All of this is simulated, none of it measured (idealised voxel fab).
Process module heading - voxel transistor to metal
Pictured: cross-section cut, 265 nm wide, on a grid of 5 nm square cells.
Just so we're on the same page, the cross-sections are grids of square cells, and they're listed out in bands top to bottom, each band one or more rows deep.
Within each band entry, the heights of the top and of the bottom of the band appear first, in that order and in nm; the materials of the band then follow from left to right, each with its corresponding width in nm. The designation "edge to edge" on a single material indicates that it fills the band from edge to edge; the designation "air" indicates empty space.
Height datum 0, below which the as-received substrate wafer is one material. Lowest band open at the bottom, running downward: "0 and below".
Read "30..40" as a graded width: first number on top, second number at the bottom, same change between each pair of neighbouring rows.
The designation "no modifications", where it is given for a processing step, indicates that no cell of the cross-section was altered in the course of that step.
So "Enclosed void catalog" is basically the list of trapped voids: any empty space of 8 cells or more that can't reach the top through an opening. They're written width x height at distance, the distance being from the left edge, and it's all nm.
That trailing text on a step's line, after the settings, is the simulator's own remark on the step.
You can add "overlay nm" to a step's line. For a step with a mask, it describes how far the mask lay to the right of its planned position, and a negative number describes a lay to the left.
### So here's the lineup of process steps we planned
1: RECEIVE [material Si]
2: CONFORMAL_DEP [material SiO2] [thk nm 5]
3: CONFORMAL_DEP [material SiN] [thk nm 10]
4: PATTERN [tone cover] [mask id ACTIVE] [material resist] [width nm 100] [pitch nm 125] [thk nm 20] [overlay nm 0]
5: DIRECTIONAL_ETCH [etch materials SiN] [depth nm 10]
6: DIRECTIONAL_ETCH [etch materials SiO2] [depth nm 5]
7: DIRECTIONAL_ETCH [etch materials Si] [depth nm 25]
8: STRIP [etch materials resist]
9: OXIDIZE [depth nm 5]
10: FILL_DEP [material SiO2] [thk nm 5]
11: CMP [height nm 15]
12: SELECTIVE_ETCH [etch materials SiO2] [depth nm 10]
13: STRIP [etch materials SiN]
14: SELECTIVE_ETCH [etch materials SiO2] [depth nm 5]
15: OXIDIZE [depth nm 5]
16: DIRECTIONAL_DEP [material polySi] [thk nm 30]
17: DIRECTIONAL_DEP [material SiCN] [thk nm 15]
18: DIRECTIONAL_DEP [material aC] [thk nm 15]
19: PATTERN [tone cover] [mask id GATE] [material resist] [width nm 20] [pitch nm 125] [thk nm 30] [overlay nm 0]
20: DIRECTIONAL_ETCH [etch materials aC] [depth nm 15]
21: STRIP [etch materials resist]
22: DIRECTIONAL_ETCH [etch materials SiCN] [depth nm 25]
23: DIRECTIONAL_ETCH [etch materials polySi] [depth nm 40]
24: STRIP [etch materials aC]
25: CONFORMAL_DEP [material SiN] [thk nm 10]
26: DIRECTIONAL_ETCH [etch materials SiN] [depth nm 10]
27: DIRECTIONAL_ETCH [etch materials SiO2] [depth nm 5]
28: DIRECTIONAL_ETCH [etch materials Si] [depth nm 10]
29: EPI [material SiGe] [thk nm 15]
30: FILL_DEP [material SiO2] [thk nm 5]
31: CMP [height nm 45]
32: DIRECTIONAL_DEP [material SiO2] [thk nm 15]
33: DIRECTIONAL_DEP [material aC] [thk nm 15]
34: PATTERN [tone open] [mask id CONTACT] [material resist] [width nm 20] [thk nm 35] [overlay nm 0]
35: DIRECTIONAL_ETCH [etch materials aC] [depth nm 15]
36: STRIP [etch materials resist]
37: DIRECTIONAL_ETCH [etch materials SiO2] [depth nm 60]
38: STRIP [etch materials aC]
39: CONFORMAL_DEP [material TiN] [thk nm 5]
40: FILL_DEP [material Ru] [thk nm 10]
41: CMP [height nm 60]
42: CONFORMAL_DEP [material SiN] [thk nm 5]
43: DIRECTIONAL_DEP [material lowk] [thk nm 20]
44: PATTERN [tone open] [mask id METAL_1] [material resist] [width nm 20] [thk nm 20] [overlay nm 0]
45: DIRECTIONAL_ETCH [etch materials lowk] [depth nm 20]
46: DIRECTIONAL_ETCH [etch materials SiN] [depth nm 5]
47: STRIP [etch materials resist]
48: CONFORMAL_DEP [material TiN] [thk nm 5]
49: FILL_DEP [material Ru] [thk nm 5]
50: CMP [height nm 85]
51: CONFORMAL_DEP [material SiCN] [thk nm 5]
52: DIRECTIONAL_DEP [material lowk] [thk nm 25]
53: DIRECTIONAL_DEP [material aC] [thk nm 15]
54: PATTERN [tone open] [mask id METAL_2_HOLES] [material resist] [width nm 15] [pitch nm 125] [thk nm 35] [overlay nm 0]
55: DIRECTIONAL_ETCH [etch materials aC] [depth nm 15]
56: STRIP [etch materials resist]
57: DIRECTIONAL_ETCH [etch materials lowk] [depth nm 25]
58: STRIP [etch materials aC]
59: PATTERN [tone open] [mask id METAL_2] [material resist] [width nm 20] [pitch nm 125] [thk nm 20] [overlay nm 0]
60: DIRECTIONAL_ETCH [etch materials lowk] [depth nm 15]
61: DIRECTIONAL_ETCH [etch materials SiCN] [depth nm 5]
62: STRIP [etch materials resist]
63: CONFORMAL_DEP [material TiN] [thk nm 5]
64: FILL_DEP [material Ru] [thk nm 10]
65: CMP [height nm 115]
66: CONFORMAL_DEP [material SiN] [thk nm 5]
### Wafer, first of two, run as planned
### Cross-section of the wafer at receipt, which is the condition after step 1
* 0 and below = Si edge to edge
* Enclosed void catalog: none
### The wafer, seen in cross-section, after step 2
* 5 down to 0 = SiO2 edge to edge
* No changes below 0.
### The wafer, seen in cross-section, after step 3
* 15 down to 5 = SiN edge to edge
* No changes below 5.
### The wafer, seen in cross-section, after step 4
* 35 down to 15 = air 20 | resist 100 | air 25 | resist 100 | air 20
* No changes below 15.
### The wafer, seen in cross-section, after step 5
* 35 down to 15 = air 20 | resist 100 | air 25 | resist 100 | air 20
* 15 down to 5 = air 20 | SiN 100 | air 25 | SiN 100 | air 20
* No changes below 5.
### The wafer, seen in cross-section, after step 6
* 35 down to 15 = air 20 | resist 100 | air 25 | resist 100 | air 20
* 15 down to 5 = air 20 | SiN 100 | air 25 | SiN 100 | air 20
* 5 down to 0 = air 20 | SiO2 100 | air 25 | SiO2 100 | air 20
* No changes below 0.
### The wafer, seen in cross-section, after step 7
* 35 down to 15 = air 20 | resist 100 | air 25 | resist 100 | air 20
* 15 down to 5 = air 20 | SiN 100 | air 25 | SiN 100 | air 20
* 5 down to 0 = air 20 | SiO2 100 | air 25 | SiO2 100 | air 20
* 0 down to -25 = air 20 | Si 100 | air 25 | Si 100 | air 20
* No changes below -25.
### The wafer, seen in cross-section, after step 8
* 15 down to 5 = air 20 | SiN 100 | air 25 | SiN 100 | air 20
* No changes below 5.
### The wafer, seen in cross-section, after step 9
* 15 down to 5 = air 20 | SiN 100 | air 25 | SiN 100 | air 20
* 5 down to 0 = air 20 | SiO2 100 | air 25 | SiO2 100 | air 20
* 0 down to -25 = air 20 | SiO2 5 | Si 90 | SiO2 5 | air 25 | SiO2 5 | Si 90 | SiO2 5 | air 20
* -25 down to -30 = SiO2 25 | Si 90 | SiO2 35 | Si 90 | SiO2 25
* No changes below -30.
### The wafer, seen in cross-section, after step 10
* 20 down to 15 = SiO2 edge to edge
* 15 down to 5 = SiO2 20 | SiN 100 | SiO2 25 | SiN 100 | SiO2 20
* 5 down to 0 = SiO2 edge to edge
* 0 down to -30 = SiO2 25 | Si 90 | SiO2 35 | Si 90 | SiO2 25
* No changes below -30.
### The wafer, seen in cross-section, after step 11
* 15 down to 5 = SiO2 20 | SiN 100 | SiO2 25 | SiN 100 | SiO2 20
* No changes below 5.
### The wafer, seen in cross-section, after step 12
* 15 down to 5 = air 20 | SiN 100 | air 25 | SiN 100 | air 20
* No changes below 5.
### The wafer, seen in cross-section, after step 13
* 5 down to 0 = SiO2 edge to edge
* No changes below 0.
### The wafer, seen in cross-section, after step 14
* 0 down to -30 = SiO2 25 | Si 90 | SiO2 35 | Si 90 | SiO2 25
* No changes below -30.
### The wafer, seen in cross-section, after step 15
* 0 down to -5 = SiO2 edge to edge
* No changes below -5.
### The wafer, seen in cross-section, after step 16
* 30 down to 0 = polySi edge to edge
* No changes below 0.
### The wafer, seen in cross-section, after step 17
* 45 down to 30 = SiCN edge to edge
* No changes below 30.
### The wafer, seen in cross-section, after step 18
* 60 down to 45 = aC edge to edge
* No changes below 45.
### The wafer, seen in cross-section, after step 19
* 90 down to 60 = air 60 | resist 20 | air 105 | resist 20 | air 60
* No changes below 60.
### The wafer, seen in cross-section, after step 20
* 75 down to 60 = air 60 | resist 20 | air 105 | resist 20 | air 60
* 60 down to 45 = air 60 | aC 20 | air 105 | aC 20 | air 60
* No changes below 45.
### The wafer, seen in cross-section, after step 21
* 60 down to 45 = air 60 | aC 20 | air 105 | aC 20 | air 60
* No changes below 45.
### The wafer, seen in cross-section, after step 22
* 60 down to 45 = air 60 | aC 20 | air 105 | aC 20 | air 60
* 45 down to 30 = air 60 | SiCN 20 | air 105 | SiCN 20 | air 60
* No changes below 30.
### The wafer, seen in cross-section, after step 23
* 60 down to 45 = air 60 | aC 20 | air 105 | aC 20 | air 60
* 45 down to 30 = air 60 | SiCN 20 | air 105 | SiCN 20 | air 60
* 30 down to 0 = air 60 | polySi 20 | air 105 | polySi 20 | air 60
* No changes below 0.
### The wafer, seen in cross-section, after step 24
* 45 down to 30 = air 60 | SiCN 20 | air 105 | SiCN 20 | air 60
* No changes below 30.
### The wafer, seen in cross-section, after step 25
* 55 down to 45 = air 50 | SiN 40 | air 85 | SiN 40 | air 50
* 45 down to 30 = air 50 | SiN 10 | SiCN 20 | SiN 10 | air 85 | SiN 10 | SiCN 20 | SiN 10 | air 50
* 30 down to 10 = air 50 | SiN 10 | polySi 20 | SiN 10 | air 85 | SiN 10 | polySi 20 | SiN 10 | air 50
* 10 down to 0 = SiN 60 | polySi 20 | SiN 105 | polySi 20 | SiN 60
* No changes below 0.
### The wafer, seen in cross-section, after step 26
* 45 down to 30 = air 50 | SiN 10 | SiCN 20 | SiN 10 | air 85 | SiN 10 | SiCN 20 | SiN 10 | air 50
* 30 down to 0 = air 50 | SiN 10 | polySi 20 | SiN 10 | air 85 | SiN 10 | polySi 20 | SiN 10 | air 50
* No changes below 0.
### The wafer, seen in cross-section, after step 27
* 45 down to 30 = air 50 | SiN 10 | SiCN 20 | SiN 10 | air 85 | SiN 10 | SiCN 20 | SiN 10 | air 50
* 30 down to 0 = air 50 | SiN 10 | polySi 20 | SiN 10 | air 85 | SiN 10 | polySi 20 | SiN 10 | air 50
* 0 down to -5 = air 50 | SiO2 40 | air 85 | SiO2 40 | air 50
* No changes below -5.
### The wafer, seen in cross-section, after step 28
* 45 down to 30 = air 50 | SiN 10 | SiCN 20 | SiN 10 | air 85 | SiN 10 | SiCN 20 | SiN 10 | air 50
* 30 down to 0 = air 50 | SiN 10 | polySi 20 | SiN 10 | air 85 | SiN 10 | polySi 20 | SiN 10 | air 50
* 0 down to -5 = air 50 | SiO2 40 | air 85 | SiO2 40 | air 50
* -5 down to -15 = SiO2 25 | air 25 | Si 40 | air 25 | SiO2 35 | air 25 | Si 40 | air 25 | SiO2 25
* No changes below -15.
### The wafer, seen in cross-section, after step 29
* 45 down to 30 = air 50 | SiN 10 | SiCN 20 | SiN 10 | air 85 | SiN 10 | SiCN 20 | SiN 10 | air 50
* 30 down to 10 = air 50 | SiN 10 | polySi 20 | SiN 10 | air 85 | SiN 10 | polySi 20 | SiN 10 | air 50
* 10 down to 0 = air 35 | SiGe 15 | SiN 10 | polySi 20 | SiN 10 | SiGe 15 | air 55 | SiGe 15 | SiN 10 | polySi 20 | SiN 10 | SiGe 15 | air 35
* 0 down to -5 = air 20 | SiGe 30 | SiO2 40 | SiGe 30 | air 25 | SiGe 30 | SiO2 40 | SiGe 30 | air 20
* -5 down to -15 = SiO2 25 | SiGe 25 | Si 40 | SiGe 25 | SiO2 35 | SiGe 25 | Si 40 | SiGe 25 | SiO2 25
* No changes below -15.
### The wafer, seen in cross-section, after step 30
* 50 down to 45 = SiO2 edge to edge
* 45 down to 30 = SiO2 50 | SiN 10 | SiCN 20 | SiN 10 | SiO2 85 | SiN 10 | SiCN 20 | SiN 10 | SiO2 50
* 30 down to 10 = SiO2 50 | SiN 10 | polySi 20 | SiN 10 | SiO2 85 | SiN 10 | polySi 20 | SiN 10 | SiO2 50
* 10 down to 0 = SiO2 35 | SiGe 15 | SiN 10 | polySi 20 | SiN 10 | SiGe 15 | SiO2 55 | SiGe 15 | SiN 10 | polySi 20 | SiN 10 | SiGe 15 | SiO2 35
* 0 down to -5 = SiO2 20 | SiGe 30 | SiO2 40 | SiGe 30 | SiO2 25 | SiGe 30 | SiO2 40 | SiGe 30 | SiO2 20
* No changes below -5.
### The wafer, seen in cross-section, after step 31
* 45 down to 30 = SiO2 50 | SiN 10 | SiCN 20 | SiN 10 | SiO2 85 | SiN 10 | SiCN 20 | SiN 10 | SiO2 50
* No changes below 30.
### The wafer, seen in cross-section, after step 32
* 60 down to 45 = SiO2 edge to edge
* No changes below 45.
### The wafer, seen in cross-section, after step 33
* 75 down to 60 = aC edge to edge
* No changes below 60.
### The wafer, seen in cross-section, after step 34
* 110 down to 75 = resist 25 | air 20 | resist 50 | air 20 | resist 35 | air 20 | resist 50 | air 20 | resist 25
* No changes below 75.
### The wafer, seen in cross-section, after step 35
* 95 down to 75 = resist 25 | air 20 | resist 50 | air 20 | resist 35 | air 20 | resist 50 | air 20 | resist 25
* 75 down to 60 = aC 25 | air 20 | aC 50 | air 20 | aC 35 | air 20 | aC 50 | air 20 | aC 25
* No changes below 60.
### The wafer, seen in cross-section, after step 36
* 75 down to 60 = aC 25 | air 20 | aC 50 | air 20 | aC 35 | air 20 | aC 50 | air 20 | aC 25
* No changes below 60.
### The wafer, seen in cross-section, after step 37
* 75 down to 60 = aC 25 | air 20 | aC 50 | air 20 | aC 35 | air 20 | aC 50 | air 20 | aC 25
* 60 down to 45 = SiO2 25 | air 20 | SiO2 50 | air 20 | SiO2 35 | air 20 | SiO2 50 | air 20 | SiO2 25
* 45 down to 30 = SiO2 25 | air 20 | SiO2 5 | SiN 10 | SiCN 20 | SiN 10 | SiO2 5 | air 20 | SiO2 35 | air 20 | SiO2 5 | SiN 10 | SiCN 20 | SiN 10 | SiO2 5 | air 20 | SiO2 25
* 30 down to 10 = SiO2 25 | air 20 | SiO2 5 | SiN 10 | polySi 20 | SiN 10 | SiO2 5 | air 20 | SiO2 35 | air 20 | SiO2 5 | SiN 10 | polySi 20 | SiN 10 | SiO2 5 | air 20 | SiO2 25
* 10 down to 0 = SiO2 25 | air 10 | SiGe 15 | SiN 10 | polySi 20 | SiN 10 | SiGe 15 | air 10 | SiO2 35 | air 10 | SiGe 15 | SiN 10 | polySi 20 | SiN 10 | SiGe 15 | air 10 | SiO2 25
* No changes below 0.
### The wafer, seen in cross-section, after step 38
* 60 down to 45 = SiO2 25 | air 20 | SiO2 50 | air 20 | SiO2 35 | air 20 | SiO2 50 | air 20 | SiO2 25
* No changes below 45.
### The wafer, seen in cross-section, after step 39
* 65 down to 60 = TiN 30 | air 10 | TiN 60 | air 10 | TiN 45 | air 10 | TiN 60 | air 10 | TiN 30
* 60 down to 45 = SiO2 25 | TiN 5 | air 10 | TiN 5 | SiO2 50 | TiN 5 | air 10 | TiN 5 | SiO2 35 | TiN 5 | air 10 | TiN 5 | SiO2 50 | TiN 5 | air 10 | TiN 5 | SiO2 25
* 45 down to 30 = SiO2 25 | TiN 5 | air 10 | TiN 5 | SiO2 5 | SiN 10 | SiCN 20 | SiN 10 | SiO2 5 | TiN 5 | air 10 | TiN 5 | SiO2 35 | TiN 5 | air 10 | TiN 5 | SiO2 5 | SiN 10 | SiCN 20 | SiN 10 | SiO2 5 | TiN 5 | air 10 | TiN 5 | SiO2 25
* 30 down to 15 = SiO2 25 | TiN 5 | air 10 | TiN 5 | SiO2 5 | SiN 10 | polySi 20 | SiN 10 | SiO2 5 | TiN 5 | air 10 | TiN 5 | SiO2 35 | TiN 5 | air 10 | TiN 5 | SiO2 5 | SiN 10 | polySi 20 | SiN 10 | SiO2 5 | TiN 5 | air 10 | TiN 5 | SiO2 25
* 15 down to 10 = SiO2 25 | TiN 20 | SiO2 5 | SiN 10 | polySi 20 | SiN 10 | SiO2 5 | TiN 20 | SiO2 35 | TiN 20 | SiO2 5 | SiN 10 | polySi 20 | SiN 10 | SiO2 5 | TiN 20 | SiO2 25
* 10 down to 0 = SiO2 25 | TiN 10 | SiGe 15 | SiN 10 | polySi 20 | SiN 10 | SiGe 15 | TiN 10 | SiO2 35 | TiN 10 | SiGe 15 | SiN 10 | polySi 20 | SiN 10 | SiGe 15 | TiN 10 | SiO2 25
* No changes below 0.
### The wafer, seen in cross-section, after step 40
* 75 down to 65 = Ru edge to edge
* 65 down to 60 = TiN 30 | Ru 10 | TiN 60 | Ru 10 | TiN 45 | Ru 10 | TiN 60 | Ru 10 | TiN 30
* 60 down to 45 = SiO2 25 | TiN 5 | Ru 10 | TiN 5 | SiO2 50 | TiN 5 | Ru 10 | TiN 5 | SiO2 35 | TiN 5 | Ru 10 | TiN 5 | SiO2 50 | TiN 5 | Ru 10 | TiN 5 | SiO2 25
* 45 down to 30 = SiO2 25 | TiN 5 | Ru 10 | TiN 5 | SiO2 5 | SiN 10 | SiCN 20 | SiN 10 | SiO2 5 | TiN 5 | Ru 10 | TiN 5 | SiO2 35 | TiN 5 | Ru 10 | TiN 5 | SiO2 5 | SiN 10 | SiCN 20 | SiN 10 | SiO2 5 | TiN 5 | Ru 10 | TiN 5 | SiO2 25
* 30 down to 15 = SiO2 25 | TiN 5 | Ru 10 | TiN 5 | SiO2 5 | SiN 10 | polySi 20 | SiN 10 | SiO2 5 | TiN 5 | Ru 10 | TiN 5 | SiO2 35 | TiN 5 | Ru 10 | TiN 5 | SiO2 5 | SiN 10 | polySi 20 | SiN 10 | SiO2 5 | TiN 5 | Ru 10 | TiN 5 | SiO2 25
* No changes below 15.
### The wafer, seen in cross-section, after step 41
* 60 down to 45 = SiO2 25 | TiN 5 | Ru 10 | TiN 5 | SiO2 50 | TiN 5 | Ru 10 | TiN 5 | SiO2 35 | TiN 5 | Ru 10 | TiN 5 | SiO2 50 | TiN 5 | Ru 10 | TiN 5 | SiO2 25
* No changes below 45.
### The wafer, seen in cross-section, after step 42
* 65 down to 60 = SiN edge to edge
* No changes below 60.
### The wafer, seen in cross-section, after step 43
* 85 down to 65 = lowk edge to edge
* No changes below 65.
### The wafer, seen in cross-section, after step 44
* 105 down to 85 = resist 25 | air 20 | resist 50 | air 20 | resist 35 | air 20 | resist 50 | air 20 | resist 25
* No changes below 85.
### The wafer, seen in cross-section, after step 45
* 105 down to 85 = resist 25 | air 20 | resist 50 | air 20 | resist 35 | air 20 | resist 50 | air 20 | resist 25
* 85 down to 65 = lowk 25 | air 20 | lowk 50 | air 20 | lowk 35 | air 20 | lowk 50 | air 20 | lowk 25
* No changes below 65.
### The wafer, seen in cross-section, after step 46
* 105 down to 85 = resist 25 | air 20 | resist 50 | air 20 | resist 35 | air 20 | resist 50 | air 20 | resist 25
* 85 down to 65 = lowk 25 | air 20 | lowk 50 | air 20 | lowk 35 | air 20 | lowk 50 | air 20 | lowk 25
* 65 down to 60 = SiN 25 | air 20 | SiN 50 | air 20 | SiN 35 | air 20 | SiN 50 | air 20 | SiN 25
* No changes below 60.
### The wafer, seen in cross-section, after step 47
* 85 down to 65 = lowk 25 | air 20 | lowk 50 | air 20 | lowk 35 | air 20 | lowk 50 | air 20 | lowk 25
* No changes below 65.
### The wafer, seen in cross-section, after step 48
* 90 down to 85 = TiN 30 | air 10 | TiN 60 | air 10 | TiN 45 | air 10 | TiN 60 | air 10 | TiN 30
* 85 down to 65 = lowk 25 | TiN 5 | air 10 | TiN 5 | lowk 50 | TiN 5 | air 10 | TiN 5 | lowk 35 | TiN 5 | air 10 | TiN 5 | lowk 50 | TiN 5 | air 10 | TiN 5 | lowk 25
* 65 down to 60 = SiN 25 | TiN 20 | SiN 50 | TiN 20 | SiN 35 | TiN 20 | SiN 50 | TiN 20 | SiN 25
* No changes below 60.
### The wafer, seen in cross-section, after step 49
* 95 down to 90 = Ru edge to edge
* 90 down to 85 = TiN 30 | Ru 10 | TiN 60 | Ru 10 | TiN 45 | Ru 10 | TiN 60 | Ru 10 | TiN 30
* 85 down to 65 = lowk 25 | TiN 5 | Ru 10 | TiN 5 | lowk 50 | TiN 5 | Ru 10 | TiN 5 | lowk 35 | TiN 5 | Ru 10 | TiN 5 | lowk 50 | TiN 5 | Ru 10 | TiN 5 | lowk 25
* No changes below 65.
### The wafer, seen in cross-section, after step 50
* 85 down to 65 = lowk 25 | TiN 5 | Ru 10 | TiN 5 | lowk 50 | TiN 5 | Ru 10 | TiN 5 | lowk 35 | TiN 5 | Ru 10 | TiN 5 | lowk 50 | TiN 5 | Ru 10 | TiN 5 | lowk 25
* No changes below 65.
### The wafer, seen in cross-section, after step 51
* 90 down to 85 = SiCN edge to edge
* No changes below 85.
### The wafer, seen in cross-section, after step 52
* 115 down to 90 = lowk edge to edge
* No changes below 90.
### The wafer, seen in cross-section, after step 53
* 130 down to 115 = aC edge to edge
* No changes below 115.
### The wafer, seen in cross-section, after step 54
* 165 down to 130 = resist 25 | air 15 | resist 110 | air 15 | resist 100
* No changes below 130.
### The wafer, seen in cross-section, after step 55
* 150 down to 130 = resist 25 | air 15 | resist 110 | air 15 | resist 100
* 130 down to 115 = aC 25 | air 15 | aC 110 | air 15 | aC 100
* No changes below 115.
### The wafer, seen in cross-section, after step 56
* 130 down to 115 = aC 25 | air 15 | aC 110 | air 15 | aC 100
* No changes below 115.
### The wafer, seen in cross-section, after step 57
* 130 down to 115 = aC 25 | air 15 | aC 110 | air 15 | aC 100
* 115 down to 90 = lowk 25 | air 15 | lowk 110 | air 15 | lowk 100
* No changes below 90.
### The wafer, seen in cross-section, after step 58
* 115 down to 90 = lowk 25 | air 15 | lowk 110 | air 15 | lowk 100
* No changes below 90.
### The wafer, seen in cross-section, after step 59
* 135 down to 115 = resist 25 | air 20 | resist 105 | air 20 | resist 95
* No changes below 115.
### The wafer, seen in cross-section, after step 60
* 135 down to 115 = resist 25 | air 20 | resist 105 | air 20 | resist 95
* 115 down to 100 = lowk 25 | air 20 | lowk 105 | air 20 | lowk 95
* No changes below 100.
### The wafer, seen in cross-section, after step 61
* 135 down to 115 = resist 25 | air 20 | resist 105 | air 20 | resist 95
* 115 down to 100 = lowk 25 | air 20 | lowk 105 | air 20 | lowk 95
* 100 down to 90 = lowk 25 | air 15 | lowk 110 | air 15 | lowk 100
* 90 down to 85 = SiCN 25 | air 15 | SiCN 110 | air 15 | SiCN 100
* No changes below 85.
### The wafer, seen in cross-section, after step 62
* 115 down to 100 = lowk 25 | air 20 | lowk 105 | air 20 | lowk 95
* No changes below 100.
### The wafer, seen in cross-section, after step 63
* 120 down to 115 = TiN 30 | air 10 | TiN 115 | air 10 | TiN 100
* 115 down to 105 = lowk 25 | TiN 5 | air 10 | TiN 5 | lowk 105 | TiN 5 | air 10 | TiN 5 | lowk 95
* 105 down to 100 = lowk 25 | TiN 5 | air 5 | TiN 10 | lowk 105 | TiN 5 | air 5 | TiN 10 | lowk 95
* 100 down to 90 = lowk 25 | TiN 5 | air 5 | TiN 5 | lowk 110 | TiN 5 | air 5 | TiN 5 | lowk 100
* 90 down to 85 = SiCN 25 | TiN 15 | SiCN 110 | TiN 15 | SiCN 100
* No changes below 85.
### The wafer, seen in cross-section, after step 64
* 130 down to 120 = Ru edge to edge
* 120 down to 115 = TiN 30 | Ru 10 | TiN 115 | Ru 10 | TiN 100
* 115 down to 105 = lowk 25 | TiN 5 | Ru 10 | TiN 5 | lowk 105 | TiN 5 | Ru 10 | TiN 5 | lowk 95
* 105 down to 100 = lowk 25 | TiN 5 | Ru 5 | TiN 10 | lowk 105 | TiN 5 | Ru 5 | TiN 10 | lowk 95
* 100 down to 90 = lowk 25 | TiN 5 | Ru 5 | TiN 5 | lowk 110 | TiN 5 | Ru 5 | TiN 5 | lowk 100
* No changes below 90.
### The wafer, seen in cross-section, after step 65
* 115 down to 105 = lowk 25 | TiN 5 | Ru 10 | TiN 5 | lowk 105 | TiN 5 | Ru 10 | TiN 5 | lowk 95
* No changes below 105.
### The wafer, seen in cross-section, after step 66
* 120 down to 115 = SiN edge to edge
* No changes below 115.
### The second wafer: identical to the first at the outset and in its planned sequence, differing only in that one mistake was made during processing; up to and including step 50, its path is the first wafer's path
### Cross-section of the second wafer when, according to plan, step 51 should have finished
* 90 down to 85 = lowk edge to edge
* No changes below 85.
### Cross-section of the second wafer when, according to plan, step 52 should have finished
* 115 down to 85 = lowk edge to edge
* No changes below 85.
### Cross-section of the second wafer when, according to plan, step 53 should have finished
* 130 down to 115 = aC edge to edge
* No changes below 115.
### Cross-section of the second wafer when, according to plan, step 54 should have finished
* 165 down to 130 = resist 25 | air 15 | resist 110 | air 15 | resist 100
* No changes below 130.
### Cross-section of the second wafer when, according to plan, step 55 should have finished
* 150 down to 130 = resist 25 | air 15 | resist 110 | air 15 | resist 100
* 130 down to 115 = aC 25 | air 15 | aC 110 | air 15 | aC 100
* No changes below 115.
### Cross-section of the second wafer when, according to plan, step 56 should have finished
* 130 down to 115 = aC 25 | air 15 | aC 110 | air 15 | aC 100
* No changes below 115.
### Cross-section of the second wafer when, according to plan, step 57 should have finished
* 130 down to 115 = aC 25 | air 15 | aC 110 | air 15 | aC 100
* 115 down to 90 = lowk 25 | air 15 | lowk 110 | air 15 | lowk 100
* No changes below 90.
### Cross-section of the second wafer when, according to plan, step 58 should have finished
* 115 down to 90 = lowk 25 | air 15 | lowk 110 | air 15 | lowk 100
* No changes below 90.
### Cross-section of the second wafer when, according to plan, step 59 should have finished
* 135 down to 115 = resist 25 | air 20 | resist 105 | air 20 | resist 95
* No changes below 115.
### Cross-section of the second wafer when, according to plan, step 60 should have finished
* 135 down to 115 = resist 25 | air 20 | resist 105 | air 20 | resist 95
* 115 down to 100 = lowk 25 | air 20 | lowk 105 | air 20 | lowk 95
* 100 down to 85 = lowk 25 | air 15 | lowk 110 | air 15 | lowk 100
* No changes below 85.
Cross-section of the second wafer when, according to plan, step 61 should have finished: no modifications
### Cross-section of the second wafer when, according to plan, step 62 should have finished
* 115 down to 100 = lowk 25 | air 20 | lowk 105 | air 20 | lowk 95
* No changes below 100.
### Cross-section of the second wafer when, according to plan, step 63 should have finished
* 120 down to 115 = TiN 30 | air 10 | TiN 115 | air 10 | TiN 100
* 115 down to 105 = lowk 25 | TiN 5 | air 10 | TiN 5 | lowk 105 | TiN 5 | air 10 | TiN 5 | lowk 95
* 105 down to 100 = lowk 25 | TiN 5 | air 5 | TiN 10 | lowk 105 | TiN 5 | air 5 | TiN 10 | lowk 95
* 100 down to 90 = lowk 25 | TiN 5 | air 5 | TiN 5 | lowk 110 | TiN 5 | air 5 | TiN 5 | lowk 100
* 90 down to 85 = lowk 25 | TiN 15 | lowk 110 | TiN 15 | lowk 100
* No changes below 85.
### Cross-section of the second wafer when, according to plan, step 64 should have finished
* 130 down to 120 = Ru edge to edge
* 120 down to 115 = TiN 30 | Ru 10 | TiN 115 | Ru 10 | TiN 100
* 115 down to 105 = lowk 25 | TiN 5 | Ru 10 | TiN 5 | lowk 105 | TiN 5 | Ru 10 | TiN 5 | lowk 95
* 105 down to 100 = lowk 25 | TiN 5 | Ru 5 | TiN 10 | lowk 105 | TiN 5 | Ru 5 | TiN 10 | lowk 95
* 100 down to 90 = lowk 25 | TiN 5 | Ru 5 | TiN 5 | lowk 110 | TiN 5 | Ru 5 | TiN 5 | lowk 100
* No changes below 90.
### Cross-section of the second wafer when, according to plan, step 65 should have finished
* 115 down to 105 = lowk 25 | TiN 5 | Ru 10 | TiN 5 | lowk 105 | TiN 5 | Ru 10 | TiN 5 | lowk 95
* No changes below 105.
### Cross-section of the second wafer when, according to plan, step 66 should have finished
* 120 down to 115 = SiN edge to edge
* No changes below 115.
Here's what went sideways: step 51 off recipe, ran as CONFORMAL_DEP [material lowk] [thk nm 5]
Counted in cells at the end, the second wafer holds more or fewer of these materials than the first: SiCN: 47 fewer, lowk: 47 more
